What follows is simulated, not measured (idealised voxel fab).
This section sets out a process module, namely voxel self aligned contacts.
It is cross-section cut that appears here, measuring 285 nm in width, its square cells being 5 nm in size.
Cross-section = grid of square cells, listed top down in bands; band = one or more rows. Read a band's entry like this: the first values are the height of its top and the height of its bottom in nm, and what follows is the sequence of materials from left to right, each with its width in nm. Note that "blank" is empty space, and that a single material marked "all across" reaches across the band from edge to edge. Heights are reckoned from 0. Under this level, the received wafer is all of one material. The bottommost band is open-ended downward, for example "0 down". You'd read "30->40" like this: the band's top row of cells is as wide as the first number, its bottom row is as wide as the second, and going down, every row changes width by the same amount as the row before did. Key: "nothing different" - step with no changed cell in the cross-section. "Enclosed cavities" - sealed voids, min. 8 cells, no opening to top; format: width x height at distance (distance from left edge; nm throughout). Post-settings text on a step line: simulator's own remark regarding the step. The "overlay nm" setting may appear on a step's line; for a step that uses a mask, it gives how far to the right of its planned position the mask lay, and a negative value indicates the left.
-- So here's the lineup of process steps we planned
1: RECEIVE [material Si]
2: OXIDIZE [depth nm 5]
3: DIRECTIONAL_DEP [material polySi] [thk nm 30]
4: DIRECTIONAL_DEP [material SiN] [thk nm 20]
5: MASKED_ETCH [tone cover] [mask id GATE] [width nm 25] [pitch nm 70] [etch materials SiN] [depth nm 20] [overlay nm 0]
6: MASKED_ETCH [tone cover] [mask id GATE] [width nm 25] [pitch nm 70] [etch materials polySi] [depth nm 30] [overlay nm 0]
7: CONFORMAL_DEP [material SiN] [thk nm 10]
8: DIRECTIONAL_ETCH [etch materials SiN] [depth nm 10]
9: FILL_DEP [material SiO2] [thk nm 20]
10: CMP [height nm 60]
11: DIRECTIONAL_DEP [material aC] [thk nm 10]
12: PATTERN [tone open] [mask id CONTACT] [material resist] [width nm 55] [pitch nm 70] [thk nm 30] [overlay nm 0]
13: DIRECTIONAL_ETCH [etch materials aC] [depth nm 10]
14: STRIP [etch materials resist]
15: DIRECTIONAL_ETCH [etch materials SiO2] [depth nm 65]
16: STRIP [etch materials aC]
17: CONFORMAL_DEP [material TiN] [thk nm 5]
18: FILL_DEP [material W] [thk nm 10]
19: CMP [height nm 60]
20: CONFORMAL_DEP [material SiN] [thk nm 5]
-- Step 1 complete: cross-section of the wafer as received
	0 down = Si all across
	Enclosed cavities: none
-- As-planned run: cross-section of the first of two wafers at end of module
	65 to 60 = SiN all across
	60 to 50 = 80 of SiO2, 5->20 of TiN, 45->15 of W, 5->20 of TiN, 15 of SiO2, 5->20 of TiN, 45->15 of W, 5->20 of TiN, 80 of SiO2
	50 to 30 = 50 of SiO2, 45 of SiN, 5 of TiN, 15 of W, 5 of TiN, 45 of SiN, 5 of TiN, 15 of W, 5 of TiN, 45 of SiN, 50 of SiO2
	30 to 0 = 50 of SiO2, 10 of SiN, 25 of polySi, 10 of SiN, 5 of TiN, 15 of W, 5 of TiN, 10 of SiN, 25 of polySi, 10 of SiN, 5 of TiN, 15 of W, 5 of TiN, 10 of SiN, 25 of polySi, 10 of SiN, 50 of SiO2
	0 to -5 = 95 of SiO2, 25 of TiN, 45 of SiO2, 25 of TiN, 95 of SiO2
	-5 down = Si all across
	Enclosed cavities: none
-- Here is the second of the two wafers cut open at the end of the module - same start, same plan as the first one, but we made one mistake running it
	65 to 30 = SiN all across
	30 to 0 = 60 of SiN, 25 of polySi, 45 of SiN, 25 of polySi, 45 of SiN, 25 of polySi, 60 of SiN
	0 to -5 = SiO2 all across
	-5 down = Si all across
	Enclosed cavities: none
Diagnosis: step 9 ran with different settings than intended, the actual operation and settings being FILL_DEP [material SiN] [thk nm 20]
FYI, end of process, the second wafer has more or fewer cells of some materials than the first: SiN: 414 more, SiO2: 260 fewer, TiN: 70 fewer, W: 84 fewer
